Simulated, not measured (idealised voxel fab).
Process module name: voxel wiring stack
Shown is cross-section cut, with a width of 155 nm and square cells of size 5 nm.
Throughout this document, each cross-section is represented as a grid of square cells and is presented as a sequence of bands enumerated from the top downward, where a band comprises one or more rows of cells. It is stipulated that each band's entry specify, in nanometres, the height of the top of the band and then that of its bottom, followed by the materials of the band in left-to-right sequence, each together with its width in nanometres. A single material marked by the word "edge to edge" is understood to fill the band from edge to edge; the word "air" is understood to denote empty space. Ref level 0: as-received wafer is one material below here. Bottom band extends down with no lower bound ("from 0 down"). Width "30->40": first value at the band's top row of cells, second value at its bottom row, equal change from row to row. Reading "no modifications" for a step: not a cell of the cross-section changed in it. The label "Enclosed cavity list" introduces a list of the empty spaces, 8 cells or larger, that have no open way up to the top; each entry in it reads width x height at distance, where the distance is taken from the left edge and all three are stated in nm. It should be noted that, on the line of a given step, the content following the step's settings is a remark produced by the simulator itself with respect to that step. The line of a step may include "overlay nm". On a step with a mask, this value is how far to the right of its planned place the mask lay. A negative value means the mask lay to the left.

PROCESS STEPS FORESEEN IN THE PLAN
1,RECEIVE | material Si
2,CONFORMAL_DEP | material SiO2 | thk nm 15
3,DIRECTIONAL_DEP | material TiN | thk nm 5
4,DIRECTIONAL_DEP | material Ru | thk nm 20
5,PATTERN | tone cover | mask id METAL_1 | material resist | width nm 20 | pitch nm 35 | thk nm 15 | overlay nm 0
6,DIRECTIONAL_ETCH | etch materials Ru | depth nm 20
7,DIRECTIONAL_ETCH | etch materials TiN | depth nm 5
8,STRIP | etch materials resist
9,CONFORMAL_DEP | material SiN | thk nm 5
10,FILL_DEP | material SiO2 | thk nm 5
11,CMP | height nm 40
12,CONFORMAL_DEP | material SiCN | thk nm 5
13,DIRECTIONAL_DEP | material SiO2 | thk nm 10
14,PATTERN | tone open | mask id PLUG_1 | material resist | width nm 15 | pitch nm 70 | thk nm 15 | overlay nm 0
15,DIRECTIONAL_ETCH | etch materials SiO2 | depth nm 10
16,DIRECTIONAL_ETCH | etch materials SiCN | depth nm 5
17,STRIP | etch materials resist
18,CONFORMAL_DEP | material TiN | thk nm 5
19,FILL_DEP | material Cu | thk nm 5
20,CMP | height nm 55
21,CONFORMAL_DEP | material SiN | thk nm 5
22,DIRECTIONAL_DEP | material lowk | thk nm 25
23,DIRECTIONAL_DEP | material aC | thk nm 15
24,PATTERN | tone open | mask id METAL_2 | material resist | width nm 20 | pitch nm 35 | thk nm 30 | overlay nm 0
25,DIRECTIONAL_ETCH | etch materials aC | depth nm 15
26,STRIP | etch materials resist
27,DIRECTIONAL_ETCH | etch materials lowk | depth nm 25
28,DIRECTIONAL_ETCH | etch materials SiN | depth nm 5
29,STRIP | etch materials aC
30,CONFORMAL_DEP | material TiN | thk nm 5
31,FILL_DEP | material Cu | thk nm 10
32,CMP | height nm 85
33,EPI | material Ru | thk nm 5
34,FILL_DEP | material SiCN | thk nm 5
35,DIRECTIONAL_DEP | material SiO2 | thk nm 20
36,PATTERN | tone open | mask id PLUG_2 | material resist | width nm 15 | pitch nm 35 | thk nm 15 | overlay nm 0
37,DIRECTIONAL_ETCH | etch materials SiO2 | depth nm 20
38,DIRECTIONAL_ETCH | etch materials SiCN | depth nm 5
39,STRIP | etch materials resist
40,EPI | material Ru | thk nm 10
41,EPI | material Ru | thk nm 10
42,EPI | material Ru | thk nm 5
43,CONFORMAL_DEP | material SiN | thk nm 5
44,DIRECTIONAL_DEP | material lowk | thk nm 15
45,MASKED_ETCH | tone open | mask id METAL_3 | width nm 20 | pitch nm 35 | etch materials lowk | depth nm 15 | overlay nm 0
46,MASKED_ETCH | tone open | mask id METAL_3 | width nm 20 | pitch nm 35 | etch materials SiN | depth nm 5 | overlay nm 0
47,CONFORMAL_DEP | material TiN | thk nm 5
48,FILL_DEP | material Cu | thk nm 5
49,CMP | height nm 135
50,CONFORMAL_DEP | material SiN | thk nm 5

CROSS-SECTION OF THE WAFER UPON ARRIVAL, REPRESENTING THE STATE REACHED AFTER STEP 1
- from 0 down: Si edge to edge
- Enclosed cavity list: none

THE MODULE WAS RUN FROM THE START SHOWN ABOVE USING THE PLAN SHOWN ABOVE, BUT ONE MISTAKE WAS MADE DOING IT; THE RESULTING WAFER CROSS-SECTION IS BELOW
- from 140 to 135: SiN edge to edge
- from 135 to 120: lowk: 30; TiN: 5; Cu: 10; TiN: 5; lowk: 15; TiN: 5; Cu: 10; TiN: 5; lowk: 15; TiN: 5; Cu: 10; TiN: 5; lowk: 35
- from 120 to 115: SiN: 30; TiN: 20; SiN: 15; TiN: 20; SiN: 15; TiN: 20; SiN: 35
- from 115 to 95: SiO2: 30; Ru: 15; SiO2: 20; Ru: 15; SiO2: 20; Ru: 15; SiO2: 40
- from 95 to 85: SiCN: 30->25; Ru: 15->30; SiCN: 20->5; Ru: 15->30; SiCN: 20->5; Ru: 15->30; SiCN: 40->30
- from 85 to 80: SiN: 30; TiN: 20; SiN: 15; TiN: 20; SiN: 15; TiN: 20; SiN: 35
- from 80 to 55: lowk edge to edge
- from 55 to 45: SiO2: 30; TiN: 5; Cu: 5; TiN: 5; SiO2: 55; TiN: 5; Cu: 5; TiN: 5; SiO2: 40
- from 45 to 40: SiCN: 30; TiN: 15; SiCN: 55; TiN: 15; SiCN: 40
- from 40 to 20: SiO2: 25; SiN: 5; Ru: 20; SiN: 5; SiO2: 5; SiN: 5; Ru: 20; SiN: 5; SiO2: 5; SiN: 5; Ru: 20; SiN: 5; SiO2: 30
- from 20 to 15: SiN: 30; TiN: 20; SiN: 15; TiN: 20; SiN: 15; TiN: 20; SiN: 35
- from 15 to 0: SiO2 edge to edge
- from 0 down: Si edge to edge
- Enclosed cavity list: none
The plan and the run diverged here: step 21 ran in the slot meant for step 22, and vice versa
